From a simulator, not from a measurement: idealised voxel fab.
This section sets out a process module, namely voxel capacitor over wiring.
It is cross-section cut that appears here, measuring 155 nm in width, its square cells being 5 nm in size.
If you're reading a cross-section in this doc, picture square cells in a grid; it comes to you as bands, top ones listed first down to the bottom, and a band can be one or more rows of cells.
It is stipulated that each band's entry specify, in nanometres, the height of the top of the band and then that of its bottom, followed by the materials of the band in left-to-right sequence, each together with its width in nanometres. A single material marked by the word "full width" is understood to fill the band from edge to edge; the word "blank" is understood to denote empty space.
Where do heights start? At 0: under that level the wafer as delivered is made of one material only. And the lowest band has no floor; it just carries on downward, as in "top 0, no bottom".
The width entry "30->40" should be interpreted row by row: the top row of cells in the band takes the first number, the bottom row takes the second number, and the change between adjacent rows is uniform throughout.
Given "nothing different" for a step, no cell of the cross-section differs between before and after that step.
Closed-off voids of 8+ cells (no open route to the top) go in "Enclosed void inventory", written width x height at distance from the left edge, in nm.
Heads up: the bit after the settings on a step's line is the simulator's remark on that step.
overlay nm: step with mask; distance mask lay right of planned place; negative value = left of planned place.

## Steps planned for the process
| 1 | RECEIVE with material Si |
| 2 | CONFORMAL_DEP with material SiO2, thk nm 10 |
| 3 | DIRECTIONAL_DEP with material TiN, thk nm 5 |
| 4 | DIRECTIONAL_DEP with material Ru, thk nm 25 |
| 5 | MASKED_ETCH with tone cover, mask id METAL_1, width nm 30, pitch nm 85, etch materials Ru, depth nm 25, overlay nm 0 |
| 6 | MASKED_ETCH with tone cover, mask id METAL_1, width nm 30, pitch nm 85, etch materials TiN, depth nm 5, overlay nm 0 |
| 7 | CONFORMAL_DEP with material SiN, thk nm 5 |
| 8 | FILL_DEP with material lowk, thk nm 5 |
| 9 | CMP with height nm 40 |
| 10 | CONFORMAL_DEP with material SiCN, thk nm 5 |
| 11 | DIRECTIONAL_DEP with material SiO2, thk nm 20 |
| 12 | PATTERN with tone open, mask id PLUG_1, material resist, width nm 15, thk nm 20, overlay nm 0 |
| 13 | DIRECTIONAL_ETCH with etch materials SiO2, depth nm 20 |
| 14 | DIRECTIONAL_ETCH with etch materials SiCN, depth nm 5 |
| 15 | STRIP with etch materials resist |
| 16 | EPI with material Ru, thk nm 10 |
| 17 | EPI with material Ru, thk nm 10 |
| 18 | EPI with material Ru, thk nm 5 |
| 19 | DIRECTIONAL_DEP with material TiN, thk nm 10 |
| 20 | DIRECTIONAL_DEP with material Al2O3, thk nm 5 |
| 21 | DIRECTIONAL_DEP with material TiN, thk nm 10 |
| 22 | MASKED_ETCH with tone cover, mask id UPPER_PLATE, width nm 60, etch materials TiN, depth nm 10, overlay nm 0 |
| 23 | MASKED_ETCH with tone cover, mask id UPPER_PLATE, width nm 60, etch materials Al2O3, depth nm 5, overlay nm 0 |
| 24 | MASKED_ETCH with tone cover, mask id LOWER_PLATE, width nm 70, etch materials TiN, depth nm 10, overlay nm 0 |
| 25 | FILL_DEP with material SiO2, thk nm 15 |
| 26 | CMP with height nm 100 |
| 27 | MASKED_ETCH with tone open, mask id PLUG_2, width nm 15, etch materials SiO2, depth nm 10, overlay nm 0 |
| 28 | CONFORMAL_DEP with material TiN, thk nm 5 |
| 29 | FILL_DEP with material Cu, thk nm 10 |
| 30 | CMP with height nm 100 |
| 31 | CONFORMAL_DEP with material SiCN, thk nm 5 |

## So this is the incoming wafer in cross-section - it's already been through step 1
top 0, no bottom = Si full width
Enclosed void inventory: none

## Look at the cross-section after the module: the wafer started out the way shown above and the plan was the one shown above, yet one mistake was made along the way
top 105, bottom 100 = SiCN full width
top 100, bottom 95 = 45 of SiO2, 5 of TiN, 5 of Cu, 5 of TiN, 95 of SiO2
top 95, bottom 90 = 45 of SiO2, 15 of TiN, 95 of SiO2
top 90, bottom 80 = 35 of SiO2, 60 of TiN, 60 of SiO2
top 80, bottom 75 = 35 of SiO2, 60 of Al2O3, 60 of SiO2
top 75, bottom 65 = 35 of SiO2, 65 of TiN, 55 of SiO2
top 65, bottom 45 = 35 of SiO2, 15 of Ru, 105 of SiO2
top 45, bottom 40 = 35 of SiCN, 15 of Ru, 105 of SiCN
top 40, bottom 15 = 15 of lowk, 5 of SiN, 30 of Ru, 5 of SiN, 45 of lowk, 5 of SiN, 30 of Ru, 5 of SiN, 15 of lowk
top 15, bottom 10 = 20 of SiN, 30 of TiN, 55 of SiN, 30 of TiN, 20 of SiN
top 10, bottom 0 = SiO2 full width
top 0, no bottom = Si full width
Enclosed void inventory: none
Which mistake was made when the wafer was run? step 24 was not run as planned; what actually ran was MASKED_ETCH with tone cover, mask id LOWER_PLATE, width nm 65, etch materials TiN, depth nm 10, overlay nm 0
